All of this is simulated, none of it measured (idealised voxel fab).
voxel self aligned contacts: a process module
FYI the section here is cut, 195 nm wide, cells are 5 nm squares.
How to read a cross-section here: the picture is a grid of square cells, written as bands going from the top down, and any band can span one or more rows of cells. Per band: top height and bottom height in nm, followed by the left-to-right materials and their widths in nm; "all across" marks a single material spanning edge to edge, "empty" marks empty space. Height reference: 0 = level under which incoming wafer is all one material. Lowest band: no bottom, runs on downward, e.g. "top 0, no bottom". Note: "30->40" means the width goes from the first number (top row of the band) to the second number (bottom row) in equal steps per row of cells. The cross-section has no changed cell in any step marked "remains unaltered". For the entry "closed voids", the listed items are empty spaces with no open way to the top whose size is 8 cells or more; each item follows the pattern width x height at distance, where distance is from the left edge and all three are in nm. On each step's line, the part that comes after the settings is the simulator's own comment on the step. overlay nm: mask right of planned place by this much (step with mask). Neg. = left.

The steps planned for the process are as follows:
1 RECEIVE (material Si)
2 OXIDIZE (depth nm 5)
3 DIRECTIONAL_DEP (material polySi; thk nm 20)
4 DIRECTIONAL_DEP (material SiN; thk nm 20)
5 MASKED_ETCH (tone cover; mask id GATE; width nm 35; pitch nm 65; etch materials SiN; depth nm 20; overlay nm 0)
6 MASKED_ETCH (tone cover; mask id GATE; width nm 35; pitch nm 65; etch materials polySi; depth nm 20; overlay nm 0)
7 CONFORMAL_DEP (material SiN; thk nm 5)
8 DIRECTIONAL_ETCH (etch materials SiN; depth nm 5)
9 FILL_DEP (material SiO2; thk nm 20)
10 CMP (height nm 50)
11 MASKED_ETCH (tone open; mask id CONTACT; width nm 50; etch materials SiO2; depth nm 55; overlay nm 0)
12 CONFORMAL_DEP (material TiN; thk nm 5)
13 FILL_DEP (material W; thk nm 10)
14 CMP (height nm 50)
15 CONFORMAL_DEP (material SiCN; thk nm 5)

The cross-section here shows the wafer as received, i.e. in its state after step 1:
- top 0, no bottom  Si all across
- closed voids: none

The first of the two wafers as seen in cross-section once the module was finished; processing followed the plan:
- top 55, bottom 50  SiCN all across
- top 50, bottom 40  SiO2 (70); TiN (5->20); W (40->10); TiN (5->20); SiO2 (75)
- top 40, bottom 20  SiO2 (40); SiN (45); TiN (5); W (10); TiN (5); SiN (45); SiO2 (45)
- top 20, bottom 0  SiO2 (40); SiN (5); polySi (35); SiN (5); TiN (5); W (10); TiN (5); SiN (5); polySi (35); SiN (5); SiO2 (45)
- top 0, bottom -5  SiO2 (85); TiN (20); SiO2 (90)
- top -5, no bottom  Si all across
- closed voids: none

Second wafer cross-section at end of module - shared start and plan with the first, one mistake in the run:
- top 55, bottom 50  SiCN all across
- top 50, bottom 40  SiO2 (80); TiN (5->10); W (40->10); TiN (5->30); SiO2 (65)
- top 40, bottom 20  SiO2 (40); SiN (45); TiN (5); W (10); TiN (5); SiN (45); SiO2 (45)
- top 20, bottom 0  SiO2 (40); SiN (5); polySi (35); SiN (5); TiN (5); W (10); TiN (5); SiN (5); polySi (35); SiN (5); SiO2 (45)
- top 0, bottom -5  SiO2 (85); TiN (20); SiO2 (90)
- top -5, no bottom  Si all across
- closed voids: none
So what did we get wrong on this run? step 11 went in with a setting other than planned; the actual run was MASKED_ETCH (tone open; mask id CONTACT; width nm 50; etch materials SiO2; depth nm 55; overlay nm 10)
Final wafers compared: equal cell tally per material, rearranged layout.
